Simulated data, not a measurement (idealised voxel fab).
Documented hereafter: the process module known as voxel fin reveal.
Xsec cut, 230 nm wide, square cell size 5 nm.
When this document writes out a cross-section, it uses a grid of square cells and lists it as bands, beginning at the top and moving down, with a band standing for one or more rows of cells. Within each band entry, the heights of the top and of the bottom of the band appear first, in that order and in nm; the materials of the band then follow from left to right, each with its corresponding width in nm. The designation "full width" on a single material indicates that it fills the band from edge to edge; the designation "empty" indicates empty space. Measure heights from 0. That's the level where, below it, the as-received wafer is all one material. The lowest band is bottomless and extends downward; write it as in "0 and below". Per-row width for "30..40": begins at first number (top row of band), ends at second number (bottom row), increment between rows held constant. "same as before" means the step left every cell of the cross-section as it was. What "Closed internal cavities" gives you is every empty space of 8 cells or more that is cut off from the top. Each appears as width x height at distance, with the distance taken from the left edge and width, height and distance all in nm. Past the settings on a step's line: simulator remark, on that step. A step line may carry the setting "overlay nm", which, for steps involving a mask, states the distance by which the mask lay to the right of its intended position; negative values denote displacement to the left.
**Intended process steps**
- 1: RECEIVE (material Si)
- 2: CONFORMAL_DEP (material SiN; thk nm 5)
- 3: DIRECTIONAL_DEP (material aC; thk nm 10)
- 4: PATTERN (tone cover; mask id FINS; material resist; width nm 15; pitch nm 40; thk nm 25; overlay nm 0)
- 5: DIRECTIONAL_ETCH (etch materials aC; depth nm 10)
- 6: STRIP (etch materials resist)
- 7: DIRECTIONAL_ETCH (etch materials SiN; depth nm 5)
- 8: DIRECTIONAL_ETCH (etch materials Si; depth nm 30)
- 9: STRIP (etch materials aC)
- 10: OXIDIZE (depth nm 5)
- 11: FILL_DEP (material SiO2; thk nm 10)
- 12: CMP (height nm 5)
- 13: SELECTIVE_ETCH (etch materials SiO2; depth nm 15)
- 14: STRIP (etch materials SiN)
- 15: CONFORMAL_DEP (material HfO2; thk nm 5)
**Wafer as received: cross-section following step 1**
* 0 and below: Si full width
* Closed internal cavities: none
**Here's the wafer cut in cross-section after the module, started and planned just like above, except one thing was done wrong in the run**
* 5 down to 0: 90 empty | 15 HfO2 | 25 empty | 15 HfO2 | 85 empty
* 0 down to -5: 90 empty | 5 HfO2 | 5 Si | 5 HfO2 | 25 empty | 5 HfO2 | 5 Si | 5 HfO2 | 85 empty
* -5 down to -10: 95 HfO2 | 5 Si | 35 HfO2 | 5 Si | 90 HfO2
* -10 down to -35: 95 SiO2 | 5 Si | 35 SiO2 | 5 Si | 90 SiO2
* -35 and below: Si full width
* Closed internal cavities: none
Run error: step 4 was processed under conditions differing from the plan, specifically as PATTERN (tone cover; mask id FINS; material resist; width nm 15; pitch nm 40; thk nm 25; overlay nm 5)
